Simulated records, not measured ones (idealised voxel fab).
Title: Process Module voxel transistor to metal
Section shown: cut. Width: 270 nm. Cell size: 5 nm, square.
Throughout this document, each cross-section is represented as a grid of square cells and is presented as a sequence of bands enumerated from the top downward, where a band comprises one or more rows of cells. Band: top and bottom heights (nm) first, top before bottom; then materials from left to right, widths in nm. "throughout" marks a sole material filling the band edge to edge. "blank" denotes empty space. Convention: height 0 is the level below which the wafer, as received, is all one material. The lowest band does not terminate at the bottom but continues downward, represented as "0..down". The width entry "30->40" should be interpreted row by row: the top row of cells in the band takes the first number, the bottom row takes the second number, and the change between adjacent rows is uniform throughout. It should be understood that the words "all unchanged", when stated for a given step, signify that the cross-section underwent no change in any of its cells during that step. "Non-vented voids" lists enclosed empty spaces (at least 8 cells, no open path upward to the top), each as width x height at distance from the left edge, in nm. Formally, on a step line, whatever follows the settings is a remark that the simulator itself makes on the step. You can add "overlay nm" to a step's line. For a step with a mask, it describes how far the mask lay to the right of its planned position, and a negative number describes a lay to the left.

### Intended process steps
step 1: RECEIVE with material Si
step 2: OXIDIZE with depth nm 5
step 3: CONFORMAL_DEP with material SiN, thk nm 15
step 4: MASKED_ETCH with tone cover, mask id ACTIVE, width nm 105, pitch nm 135, etch materials SiN, depth nm 15, overlay nm 0
step 5: MASKED_ETCH with tone cover, mask id ACTIVE, width nm 105, pitch nm 135, etch materials SiO2, depth nm 5, overlay nm 0
step 6: MASKED_ETCH with tone cover, mask id ACTIVE, width nm 105, pitch nm 135, etch materials Si, depth nm 35, overlay nm 0
step 7: OXIDIZE with depth nm 5
step 8: FILL_DEP with material SiO2, thk nm 15
step 9: CMP with height nm 15
step 10: SELECTIVE_ETCH with etch materials SiO2, depth nm 15
step 11: STRIP with etch materials SiN
step 12: SELECTIVE_ETCH with etch materials SiO2, depth nm 5
step 13: OXIDIZE with depth nm 5
step 14: DIRECTIONAL_DEP with material polySi, thk nm 25
step 15: DIRECTIONAL_DEP with material SiCN, thk nm 15
step 16: MASKED_ETCH with tone cover, mask id GATE, width nm 25, pitch nm 135, etch materials SiCN, depth nm 25, overlay nm 0
step 17: MASKED_ETCH with tone cover, mask id GATE, width nm 25, pitch nm 135, etch materials polySi, depth nm 35, overlay nm 0
step 18: CONFORMAL_DEP with material SiO2, thk nm 5
step 19: DIRECTIONAL_ETCH with etch materials SiO2, depth nm 5
step 20: CONFORMAL_DEP with material SiN, thk nm 10
step 21: DIRECTIONAL_ETCH with etch materials SiN, depth nm 10
step 22: DIRECTIONAL_ETCH with etch materials SiO2, depth nm 5
step 23: DIRECTIONAL_ETCH with etch materials Si, depth nm 5
step 24: EPI with material pSi, thk nm 10
step 25: FILL_DEP with material SiO2, thk nm 10
step 26: CMP with height nm 20
step 27: STRIP with etch materials polySi
step 28: SELECTIVE_ETCH with etch materials SiO2, depth nm 5
step 29: CONFORMAL_DEP with material HfO2, thk nm 5
step 30: CONFORMAL_DEP with material TiN, thk nm 5
step 31: FILL_DEP with material W, thk nm 10
step 32: CMP with height nm 15
step 33: DIRECTIONAL_DEP with material SiO2, thk nm 10
step 34: DIRECTIONAL_DEP with material aC, thk nm 10
step 35: PATTERN with tone open, mask id CONTACT, material resist, width nm 20, thk nm 30, overlay nm 0
step 36: DIRECTIONAL_ETCH with etch materials aC, depth nm 10
step 37: STRIP with etch materials resist
step 38: DIRECTIONAL_ETCH with etch materials SiO2, depth nm 30
step 39: STRIP with etch materials aC
step 40: CONFORMAL_DEP with material TiN, thk nm 5
step 41: FILL_DEP with material W, thk nm 10
step 42: CMP with height nm 25
step 43: CONFORMAL_DEP with material SiN, thk nm 5
step 44: DIRECTIONAL_DEP with material lowk, thk nm 25
step 45: DIRECTIONAL_DEP with material aC, thk nm 15
step 46: PATTERN with tone open, mask id METAL_1, material resist, width nm 15, thk nm 30, overlay nm 0
step 47: DIRECTIONAL_ETCH with etch materials aC, depth nm 15
step 48: STRIP with etch materials resist
step 49: DIRECTIONAL_ETCH with etch materials lowk, depth nm 25
step 50: DIRECTIONAL_ETCH with etch materials SiN, depth nm 5
step 51: STRIP with etch materials aC
step 52: CONFORMAL_DEP with material TiN, thk nm 5
step 53: FILL_DEP with material Cu, thk nm 5
step 54: CMP with height nm 55
step 55: EPI with material Ru, thk nm 5
step 56: FILL_DEP with material SiCN, thk nm 5
For clarity, it should be stated that the wafers under discussion commence in an identical condition and differ with respect to the width nm of step 46, the plan indicating the value that the first wafer had.

### Incoming state of the first of several wafers in cross-section: after step 1
> 0..down = Si throughout
> Non-vented voids: none

### The figure below presents a cross-section of the first of several wafers at the conclusion of the module, following its last step, step 56
> 65..60 = SiCN throughout
> 60..55 = 20 nm SiCN / 25 nm Ru / 50 nm SiCN / 25 nm Ru / 35 nm SiCN / 25 nm Ru / 50 nm SiCN / 25 nm Ru / 15 nm SiCN
> 55..30 = 25 nm lowk / 5 nm TiN / 5 nm Cu / 5 nm TiN / 60 nm lowk / 5 nm TiN / 5 nm Cu / 5 nm TiN / 45 nm lowk / 5 nm TiN / 5 nm Cu / 5 nm TiN / 60 nm lowk / 5 nm TiN / 5 nm Cu / 5 nm TiN / 20 nm lowk
> 30..25 = 25 nm SiN / 15 nm TiN / 60 nm SiN / 15 nm TiN / 45 nm SiN / 15 nm TiN / 60 nm SiN / 15 nm TiN / 20 nm SiN
> 25..15 = 20 nm SiO2 / 5 nm TiN / 10 nm W / 5 nm TiN / 55 nm SiO2 / 5 nm TiN / 10 nm W / 5 nm TiN / 40 nm SiO2 / 5 nm TiN / 10 nm W / 5 nm TiN / 55 nm SiO2 / 5 nm TiN / 10 nm W / 5 nm TiN / 20 nm SiO2
> 15..5 = 20 nm SiO2 / 5 nm TiN / 10 nm W / 5 nm TiN / 10 nm SiN / 5 nm HfO2 / 5 nm TiN / 15 nm W / 5 nm TiN / 5 nm HfO2 / 10 nm SiN / 5 nm TiN / 10 nm W / 5 nm TiN / 40 nm SiO2 / 5 nm TiN / 10 nm W / 5 nm TiN / 10 nm SiN / 5 nm HfO2 / 5 nm TiN / 15 nm W / 5 nm TiN / 5 nm HfO2 / 10 nm SiN / 5 nm TiN / 10 nm W / 5 nm TiN / 20 nm SiO2
> 5..0 = 20 nm SiO2 / 20 nm TiN / 10 nm SiN / 5 nm HfO2 / 5 nm TiN / 15 nm W / 5 nm TiN / 5 nm HfO2 / 10 nm SiN / 20 nm TiN / 40 nm SiO2 / 20 nm TiN / 10 nm SiN / 5 nm HfO2 / 5 nm TiN / 15 nm W / 5 nm TiN / 5 nm HfO2 / 10 nm SiN / 20 nm TiN / 20 nm SiO2
> 0..-5 = 20 nm SiO2 / 10 nm TiN / 10 nm pSi / 10 nm SiN / 5 nm HfO2 / 25 nm TiN / 5 nm HfO2 / 10 nm SiN / 10 nm pSi / 10 nm TiN / 40 nm SiO2 / 10 nm TiN / 10 nm pSi / 10 nm SiN / 5 nm HfO2 / 25 nm TiN / 5 nm HfO2 / 10 nm SiN / 10 nm pSi / 10 nm TiN / 20 nm SiO2
> -5..-10 = 15 nm SiO2 / 25 nm pSi / 10 nm SiO2 / 35 nm HfO2 / 10 nm SiO2 / 25 nm pSi / 30 nm SiO2 / 25 nm pSi / 10 nm SiO2 / 35 nm HfO2 / 10 nm SiO2 / 25 nm pSi / 15 nm SiO2
> -10..-15 = 20 nm SiO2 / 20 nm pSi / 55 nm Si / 20 nm pSi / 40 nm SiO2 / 20 nm pSi / 55 nm Si / 20 nm pSi / 20 nm SiO2
> -15..-45 = 20 nm SiO2 / 95 nm Si / 40 nm SiO2 / 95 nm Si / 20 nm SiO2
> -45..down = Si throughout
> Non-vented voids: none

### A cross-section through the last wafer at the close of the module
> 65..60 = SiCN throughout
> 60..55 = 10 nm SiCN / 40 nm Ru / 35 nm SiCN / 40 nm Ru / 20 nm SiCN / 40 nm Ru / 35 nm SiCN / 40 nm Ru / 10 nm SiCN
> 55..30 = 15 nm lowk / 5 nm TiN / 20 nm Cu / 5 nm TiN / 45 nm lowk / 5 nm TiN / 20 nm Cu / 5 nm TiN / 30 nm lowk / 5 nm TiN / 20 nm Cu / 5 nm TiN / 45 nm lowk / 5 nm TiN / 20 nm Cu / 5 nm TiN / 15 nm lowk
> 30..25 = 15 nm SiN / 30 nm TiN / 45 nm SiN / 30 nm TiN / 30 nm SiN / 30 nm TiN / 45 nm SiN / 30 nm TiN / 15 nm SiN
> 25..15 = 20 nm SiO2 / 5 nm TiN / 10 nm W / 5 nm TiN / 55 nm SiO2 / 5 nm TiN / 10 nm W / 5 nm TiN / 40 nm SiO2 / 5 nm TiN / 10 nm W / 5 nm TiN / 55 nm SiO2 / 5 nm TiN / 10 nm W / 5 nm TiN / 20 nm SiO2
> 15..5 = 20 nm SiO2 / 5 nm TiN / 10 nm W / 5 nm TiN / 10 nm SiN / 5 nm HfO2 / 5 nm TiN / 15 nm W / 5 nm TiN / 5 nm HfO2 / 10 nm SiN / 5 nm TiN / 10 nm W / 5 nm TiN / 40 nm SiO2 / 5 nm TiN / 10 nm W / 5 nm TiN / 10 nm SiN / 5 nm HfO2 / 5 nm TiN / 15 nm W / 5 nm TiN / 5 nm HfO2 / 10 nm SiN / 5 nm TiN / 10 nm W / 5 nm TiN / 20 nm SiO2
> 5..0 = 20 nm SiO2 / 20 nm TiN / 10 nm SiN / 5 nm HfO2 / 5 nm TiN / 15 nm W / 5 nm TiN / 5 nm HfO2 / 10 nm SiN / 20 nm TiN / 40 nm SiO2 / 20 nm TiN / 10 nm SiN / 5 nm HfO2 / 5 nm TiN / 15 nm W / 5 nm TiN / 5 nm HfO2 / 10 nm SiN / 20 nm TiN / 20 nm SiO2
> 0..-5 = 20 nm SiO2 / 10 nm TiN / 10 nm pSi / 10 nm SiN / 5 nm HfO2 / 25 nm TiN / 5 nm HfO2 / 10 nm SiN / 10 nm pSi / 10 nm TiN / 40 nm SiO2 / 10 nm TiN / 10 nm pSi / 10 nm SiN / 5 nm HfO2 / 25 nm TiN / 5 nm HfO2 / 10 nm SiN / 10 nm pSi / 10 nm TiN / 20 nm SiO2
> -5..-10 = 15 nm SiO2 / 25 nm pSi / 10 nm SiO2 / 35 nm HfO2 / 10 nm SiO2 / 25 nm pSi / 30 nm SiO2 / 25 nm pSi / 10 nm SiO2 / 35 nm HfO2 / 10 nm SiO2 / 25 nm pSi / 15 nm SiO2
> -10..-15 = 20 nm SiO2 / 20 nm pSi / 55 nm Si / 20 nm pSi / 40 nm SiO2 / 20 nm pSi / 55 nm Si / 20 nm pSi / 20 nm SiO2
> -15..-45 = 20 nm SiO2 / 95 nm Si / 40 nm SiO2 / 95 nm Si / 20 nm SiO2
> -45..down = Si throughout
> Non-vented voids: none

### So in this table every wafer gets its own row, and what you see is where it stands at the end of the module: for each material, how many cells it picked up (+) or gave up (-) since we received it, and after that its closed voids
width nm 15 | +20 Cu | +30 HfO2 | +20 Ru | -236 Si | +88 SiCN | +74 SiN | +272 SiO2 | +130 TiN | +50 W | +210 lowk | +44 pSi | Non-vented voids: none
width nm 20 | +40 Cu | +30 HfO2 | +24 Ru | -236 Si | +84 SiCN | +70 SiN | +272 SiO2 | +134 TiN | +50 W | +190 lowk | +44 pSi | Non-vented voids: none
width nm 25 | +60 Cu | +30 HfO2 | +28 Ru | -236 Si | +80 SiCN | +66 SiN | +272 SiO2 | +138 TiN | +50 W | +170 lowk | +44 pSi | Non-vented voids: none
width nm 30 | +80 Cu | +30 HfO2 | +32 Ru | -236 Si | +76 SiCN | +62 SiN | +272 SiO2 | +142 TiN | +50 W | +150 lowk | +44 pSi | Non-vented voids: none
